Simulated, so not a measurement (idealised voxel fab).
process module | voxel gate over fins
cross-section cut | 270 nm wide | cells 5 nm
A cross-section is a grid of square cells, given in bands from the top down. A band is one or more rows of cells.
Each band's line starts with the height of the band's top and of its bottom, in nm. Then come its materials from left to right, each with its width in nm. One material with "throughout" fills the band from edge to edge. "air" is empty space.
Height 0 is the level under which the wafer as received is all one material. The lowest band goes on downwards, as in "0 down".
A width such as "30 to 40" changes by the same amount from each row of cells to the next, from the band's top row to its bottom row.
"no change" after a step means that no cell of the cross-section changed.
closed voids: empty space of 8 cells or more with no open way to the top, each as width x height at its distance from the left edge, in nm
after a step's settings: what the simulator itself notes on the step
overlay nm, on a step with a mask: how far to the right of its planned place the mask lay; to the left if negative
plan
1 op RECEIVE | material Si
2 op CONFORMAL_DEP | material SiN | thk nm 5
3 op MASKED_ETCH | tone cover | mask id FINS | width nm 15 | pitch nm 55 | etch materials SiN | depth nm 5 | overlay nm 0
4 op MASKED_ETCH | tone cover | mask id FINS | width nm 15 | pitch nm 55 | etch materials Si | depth nm 30 | overlay nm 0
5 op FILL_DEP | material SiO2 | thk nm 15
6 op CMP | height nm 5
7 op DIRECTIONAL_DEP | material aC | thk nm 15
8 op PATTERN | tone open | mask id RAIL | material resist | width nm 15 | thk nm 35 | overlay nm 0
9 op DIRECTIONAL_ETCH | etch materials aC | depth nm 15
10 op STRIP | etch materials resist
11 op DIRECTIONAL_ETCH | etch materials SiO2 | depth nm 30
12 op STRIP | etch materials aC
13 op CONFORMAL_DEP | material TiN | thk nm 5
14 op FILL_DEP | material Ru | thk nm 5
15 op CMP | height nm 5
16 op SELECTIVE_ETCH | etch materials W Ru TiN | depth nm 25
17 op FILL_DEP | material SiO2 | thk nm 5
18 op CMP | height nm 5
19 op SELECTIVE_ETCH | etch materials SiO2 | depth nm 20
20 op STRIP | etch materials SiN
21 op CONFORMAL_DEP | material HfO2 | thk nm 5
22 op CONFORMAL_DEP | material TiN | thk nm 5
23 op FILL_DEP | material W | thk nm 10
24 op CMP | height nm 15
25 op CONFORMAL_DEP | material SiN | thk nm 10
first wafer, as planned
as received, after step 1
  0 down: Si throughout
  closed voids: none
after step 2
  5 to 0: SiN throughout
  below 0: unchanged
after step 3
  5 to 0: air 100 | SiN 15 | air 40 | SiN 15 | air 100
  below 0: unchanged
after step 4
  5 to 0: air 100 | SiN 15 | air 40 | SiN 15 | air 100
  0 to -30: air 100 | Si 15 | air 40 | Si 15 | air 100
  below -30: unchanged
after step 5
  20 to 5: SiO2 throughout
  5 to 0: SiO2 100 | SiN 15 | SiO2 40 | SiN 15 | SiO2 100
  0 to -30: SiO2 100 | Si 15 | SiO2 40 | Si 15 | SiO2 100
  below -30: unchanged
after step 6
  5 to 0: SiO2 100 | SiN 15 | SiO2 40 | SiN 15 | SiO2 100
  below 0: unchanged
after step 7
  20 to 5: aC throughout
  below 5: unchanged
after step 8
  55 to 20: resist 125 | air 15 | resist 130
  below 20: unchanged
after step 9
  40 to 20: resist 125 | air 15 | resist 130
  20 to 5: aC 125 | air 15 | aC 130
  below 5: unchanged
after step 10
  20 to 5: aC 125 | air 15 | aC 130
  below 5: unchanged
after step 11
  20 to 5: aC 125 | air 15 | aC 130
  5 to 0: SiO2 100 | SiN 15 | SiO2 10 | air 15 | SiO2 15 | SiN 15 | SiO2 100
  0 to -25: SiO2 100 | Si 15 | SiO2 10 | air 15 | SiO2 15 | Si 15 | SiO2 100
  below -25: unchanged
after step 12
  5 to 0: SiO2 100 | SiN 15 | SiO2 10 | air 15 | SiO2 15 | SiN 15 | SiO2 100
  below 0: unchanged
after step 13
  10 to 5: TiN 130 | air 5 | TiN 135
  5 to 0: SiO2 100 | SiN 15 | SiO2 10 | TiN 5 | air 5 | TiN 5 | SiO2 15 | SiN 15 | SiO2 100
  0 to -20: SiO2 100 | Si 15 | SiO2 10 | TiN 5 | air 5 | TiN 5 | SiO2 15 | Si 15 | SiO2 100
  -20 to -25: SiO2 100 | Si 15 | SiO2 10 | TiN 15 | SiO2 15 | Si 15 | SiO2 100
  below -25: unchanged
after step 14
  15 to 10: Ru throughout
  10 to 5: TiN 130 | Ru 5 | TiN 135
  5 to 0: SiO2 100 | SiN 15 | SiO2 10 | TiN 5 | Ru 5 | TiN 5 | SiO2 15 | SiN 15 | SiO2 100
  0 to -20: SiO2 100 | Si 15 | SiO2 10 | TiN 5 | Ru 5 | TiN 5 | SiO2 15 | Si 15 | SiO2 100
  below -20: unchanged
after step 15
  5 to 0: SiO2 100 | SiN 15 | SiO2 10 | TiN 5 | Ru 5 | TiN 5 | SiO2 15 | SiN 15 | SiO2 100
  below 0: unchanged
after step 16
  5 to 0: SiO2 100 | SiN 15 | SiO2 10 | air 15 | SiO2 15 | SiN 15 | SiO2 100
  0 to -20: SiO2 100 | Si 15 | SiO2 10 | air 15 | SiO2 15 | Si 15 | SiO2 100
  below -20: unchanged
after step 17
  10 to 5: SiO2 throughout
  5 to 0: SiO2 100 | SiN 15 | SiO2 40 | SiN 15 | SiO2 100
  0 to -20: SiO2 100 | Si 15 | SiO2 40 | Si 15 | SiO2 100
  below -20: unchanged
after step 18
  5 to 0: SiO2 100 | SiN 15 | SiO2 40 | SiN 15 | SiO2 100
  below 0: unchanged
after step 19
  5 to 0: air 100 | SiN 15 | air 40 | SiN 15 | air 100
  0 to -15: air 100 | Si 15 | air 40 | Si 15 | air 100
  below -15: unchanged
after step 20
  0 to -15: air 100 | Si 15 | air 40 | Si 15 | air 100
  below -15: unchanged
after step 21
  5 to 0: air 95 | HfO2 25 | air 30 | HfO2 25 | air 95
  0 to -10: air 95 | HfO2 5 | Si 15 | HfO2 5 | air 30 | HfO2 5 | Si 15 | HfO2 5 | air 95
  -10 to -15: HfO2 100 | Si 15 | HfO2 40 | Si 15 | HfO2 100
  below -15: unchanged
after step 22
  10 to 5: air 90 | TiN 35 | air 20 | TiN 35 | air 90
  5 to 0: air 90 | TiN 5 | HfO2 25 | TiN 5 | air 20 | TiN 5 | HfO2 25 | TiN 5 | air 90
  0 to -5: air 90 | TiN 5 | HfO2 5 | Si 15 | HfO2 5 | TiN 5 | air 20 | TiN 5 | HfO2 5 | Si 15 | HfO2 5 | TiN 5 | air 90
  -5 to -10: TiN 95 | HfO2 5 | Si 15 | HfO2 5 | TiN 30 | HfO2 5 | Si 15 | HfO2 5 | TiN 95
  below -10: unchanged
after step 23
  20 to 10: W throughout
  10 to 5: W 90 | TiN 35 | W 20 | TiN 35 | W 90
  5 to 0: W 90 | TiN 5 | HfO2 25 | TiN 5 | W 20 | TiN 5 | HfO2 25 | TiN 5 | W 90
  0 to -5: W 90 | TiN 5 | HfO2 5 | Si 15 | HfO2 5 | TiN 5 | W 20 | TiN 5 | HfO2 5 | Si 15 | HfO2 5 | TiN 5 | W 90
  below -5: unchanged
after step 24
  15 to 10: W throughout
  below 10: unchanged
after step 25
  25 to 15: SiN throughout
  below 15: unchanged
second wafer: like start, like plan, one mistake. Through step 7 it matches the first wafer
when step 8 should have ended
  55 to 20: resist 135 | air 15 | resist 120
  below 20: unchanged
when step 9 should have ended
  40 to 20: resist 135 | air 15 | resist 120
  20 to 5: aC 135 | air 15 | aC 120
  below 5: unchanged
when step 10 should have ended
  20 to 5: aC 135 | air 15 | aC 120
  below 5: unchanged
when step 11 should have ended
  20 to 5: aC 135 | air 15 | aC 120
  5 to 0: SiO2 100 | SiN 15 | SiO2 20 | air 15 | SiO2 5 | SiN 15 | SiO2 100
  0 to -25: SiO2 100 | Si 15 | SiO2 20 | air 15 | SiO2 5 | Si 15 | SiO2 100
  below -25: unchanged
when step 12 should have ended
  5 to 0: SiO2 100 | SiN 15 | SiO2 20 | air 15 | SiO2 5 | SiN 15 | SiO2 100
  below 0: unchanged
when step 13 should have ended
  10 to 5: TiN 140 | air 5 | TiN 125
  5 to 0: SiO2 100 | SiN 15 | SiO2 20 | TiN 5 | air 5 | TiN 5 | SiO2 5 | SiN 15 | SiO2 100
  0 to -20: SiO2 100 | Si 15 | SiO2 20 | TiN 5 | air 5 | TiN 5 | SiO2 5 | Si 15 | SiO2 100
  -20 to -25: SiO2 100 | Si 15 | SiO2 20 | TiN 15 | SiO2 5 | Si 15 | SiO2 100
  below -25: unchanged
when step 14 should have ended
  15 to 10: Ru throughout
  10 to 5: TiN 140 | Ru 5 | TiN 125
  5 to 0: SiO2 100 | SiN 15 | SiO2 20 | TiN 5 | Ru 5 | TiN 5 | SiO2 5 | SiN 15 | SiO2 100
  0 to -20: SiO2 100 | Si 15 | SiO2 20 | TiN 5 | Ru 5 | TiN 5 | SiO2 5 | Si 15 | SiO2 100
  below -20: unchanged
when step 15 should have ended
  5 to 0: SiO2 100 | SiN 15 | SiO2 20 | TiN 5 | Ru 5 | TiN 5 | SiO2 5 | SiN 15 | SiO2 100
  below 0: unchanged
when step 16 should have ended
  5 to 0: SiO2 100 | SiN 15 | SiO2 20 | air 15 | SiO2 5 | SiN 15 | SiO2 100
  0 to -20: SiO2 100 | Si 15 | SiO2 20 | air 15 | SiO2 5 | Si 15 | SiO2 100
  below -20: unchanged
when step 17 should have ended
  10 to 5: SiO2 throughout
  5 to 0: SiO2 100 | SiN 15 | SiO2 40 | SiN 15 | SiO2 100
  0 to -20: SiO2 100 | Si 15 | SiO2 40 | Si 15 | SiO2 100
  below -20: unchanged
when step 18 should have ended
  5 to 0: SiO2 100 | SiN 15 | SiO2 40 | SiN 15 | SiO2 100
  below 0: unchanged
when step 19 should have ended
  5 to 0: air 100 | SiN 15 | air 40 | SiN 15 | air 100
  0 to -15: air 100 | Si 15 | air 40 | Si 15 | air 100
  below -15: unchanged
when step 20 should have ended
  0 to -15: air 100 | Si 15 | air 40 | Si 15 | air 100
  below -15: unchanged
when step 21 should have ended
  5 to 0: air 95 | HfO2 25 | air 30 | HfO2 25 | air 95
  0 to -10: air 95 | HfO2 5 | Si 15 | HfO2 5 | air 30 | HfO2 5 | Si 15 | HfO2 5 | air 95
  -10 to -15: HfO2 100 | Si 15 | HfO2 40 | Si 15 | HfO2 100
  below -15: unchanged
when step 22 should have ended
  10 to 5: air 90 | TiN 35 | air 20 | TiN 35 | air 90
  5 to 0: air 90 | TiN 5 | HfO2 25 | TiN 5 | air 20 | TiN 5 | HfO2 25 | TiN 5 | air 90
  0 to -5: air 90 | TiN 5 | HfO2 5 | Si 15 | HfO2 5 | TiN 5 | air 20 | TiN 5 | HfO2 5 | Si 15 | HfO2 5 | TiN 5 | air 90
  -5 to -10: TiN 95 | HfO2 5 | Si 15 | HfO2 5 | TiN 30 | HfO2 5 | Si 15 | HfO2 5 | TiN 95
  below -10: unchanged
when step 23 should have ended
  20 to 10: W throughout
  10 to 5: W 90 | TiN 35 | W 20 | TiN 35 | W 90
  5 to 0: W 90 | TiN 5 | HfO2 25 | TiN 5 | W 20 | TiN 5 | HfO2 25 | TiN 5 | W 90
  0 to -5: W 90 | TiN 5 | HfO2 5 | Si 15 | HfO2 5 | TiN 5 | W 20 | TiN 5 | HfO2 5 | Si 15 | HfO2 5 | TiN 5 | W 90
  below -5: unchanged
when step 24 should have ended
  15 to 10: W throughout
  below 10: unchanged
when step 25 should have ended
  25 to 15: SiN throughout
  below 15: unchanged
what went wrong: step 8 ran as: op PATTERN | tone open | mask id RAIL | material resist | width nm 15 | thk nm 35 | overlay nm 10
at the end the second wafer has, in cells: as many of each material as the first, in other places
